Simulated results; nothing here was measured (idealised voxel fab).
This section sets out a process module, namely voxel wiring stack.
In the cross-section labelled cut, the width is 280 nm and each square cell is 5 nm.
A cross-section in this document is a grid of square cells, and it is written down as bands, the top band listed before the ones below it; a band is made up of one or more rows of cells. Top, bottom (nm), then materials left to right with widths (nm); lone material tagged "throughout" fills the whole band edge to edge; "blank" = empty space. Height reference: 0 = level under which incoming wafer is all one material. Lowest band: no bottom, runs on downward, e.g. "0 and below". The expression "30 to 40" gives the width at the extremes of the band, the first number at its top row of cells and the second at its bottom row, with the width changing by equal amounts from each row to the next in between. "changes: none" means the step left every cell of the cross-section as it was. Empty spaces counting at least 8 cells and having no open way to the top are listed in "Cavities, closed". The notation width x height at distance is used for each, the distance being from the left edge and all three values in nm. The remark found on a step's line after its settings is issued by the simulator itself and pertains to that step. "overlay nm" on a masked step: distance the mask lay right of its planned place, negative for left.
Below is the list of planned process steps
step 1: RECEIVE: material Si
step 2: CONFORMAL_DEP: material SiO2, thk nm 10
step 3: CONFORMAL_DEP: material SiN, thk nm 5
step 4: DIRECTIONAL_DEP: material lowk, thk nm 20
step 5: MASKED_ETCH: tone open, mask id METAL_1, width nm 20, pitch nm 50, etch materials lowk, depth nm 20, overlay nm 0
step 6: MASKED_ETCH: tone open, mask id METAL_1, width nm 20, pitch nm 50, etch materials SiN, depth nm 5, overlay nm -15
step 7: CONFORMAL_DEP: material TiN, thk nm 5
step 8: FILL_DEP: material W, thk nm 10
step 9: CMP: height nm 35
step 10: CONFORMAL_DEP: material SiCN, thk nm 5
step 11: DIRECTIONAL_DEP: material SiO2, thk nm 10
step 12: DIRECTIONAL_DEP: material aC, thk nm 15
step 13: PATTERN: tone open, mask id PLUG_1, material resist, width nm 15, pitch nm 50, thk nm 35, overlay nm 0
step 14: DIRECTIONAL_ETCH: etch materials aC, depth nm 15
step 15: STRIP: etch materials resist
step 16: DIRECTIONAL_ETCH: etch materials SiO2, depth nm 10
step 17: DIRECTIONAL_ETCH: etch materials SiCN, depth nm 5
step 18: STRIP: etch materials aC
step 19: EPI: material Ru, thk nm 10
step 20: EPI: material Ru, thk nm 5
step 21: DIRECTIONAL_DEP: material TiN, thk nm 5
step 22: DIRECTIONAL_DEP: material Ru, thk nm 25
step 23: DIRECTIONAL_DEP: material aC, thk nm 10
step 24: PATTERN: tone cover, mask id METAL_2, material resist, width nm 20, pitch nm 50, thk nm 25, overlay nm 0
step 25: DIRECTIONAL_ETCH: etch materials aC, depth nm 10
step 26: STRIP: etch materials resist
step 27: DIRECTIONAL_ETCH: etch materials Ru, depth nm 25
step 28: DIRECTIONAL_ETCH: etch materials TiN, depth nm 5
step 29: STRIP: etch materials aC
step 30: FILL_DEP: material lowk, thk nm 10
step 31: CMP: height nm 80
step 32: CONFORMAL_DEP: material SiN, thk nm 5
What sets these wafers apart? The overlay nm at step 6. They all start alike, and the plan carries the first wafer's value.
Here's the first of the wafers in cross-section, just as we got it, i.e. after step 1
  0 and below = Si throughout
  Cavities, closed: none
Every row in this table is a wafer at the end of the module, and it gives, for each of the materials, the cells that wafer has gained (+) or lost (-) since it was received, then its closed voids
overlay nm -15; +116 Ru; +44 SiCN; +108 SiN; +200 SiO2; +60 TiN; +24 W; +400 lowk; Cavities, closed: none
overlay nm -10; +116 Ru; +44 SiCN; +104 SiN; +200 SiO2; +64 TiN; +24 W; +400 lowk; Cavities, closed: none
overlay nm -5; +116 Ru; +44 SiCN; +100 SiN; +200 SiO2; +64 TiN; +28 W; +400 lowk; Cavities, closed: none
overlay nm 0; +116 Ru; +44 SiCN; +96 SiN; +200 SiO2; +64 TiN; +32 W; +400 lowk; Cavities, closed: none
overlay nm 5; +116 Ru; +44 SiCN; +100 SiN; +200 SiO2; +64 TiN; +28 W; +400 lowk; Cavities, closed: none
overlay nm 10; +116 Ru; +44 SiCN; +104 SiN; +200 SiO2; +64 TiN; +24 W; +400 lowk; Cavities, closed: none
overlay nm 15; +116 Ru; +44 SiCN; +108 SiN; +200 SiO2; +60 TiN; +24 W; +400 lowk; Cavities, closed: none
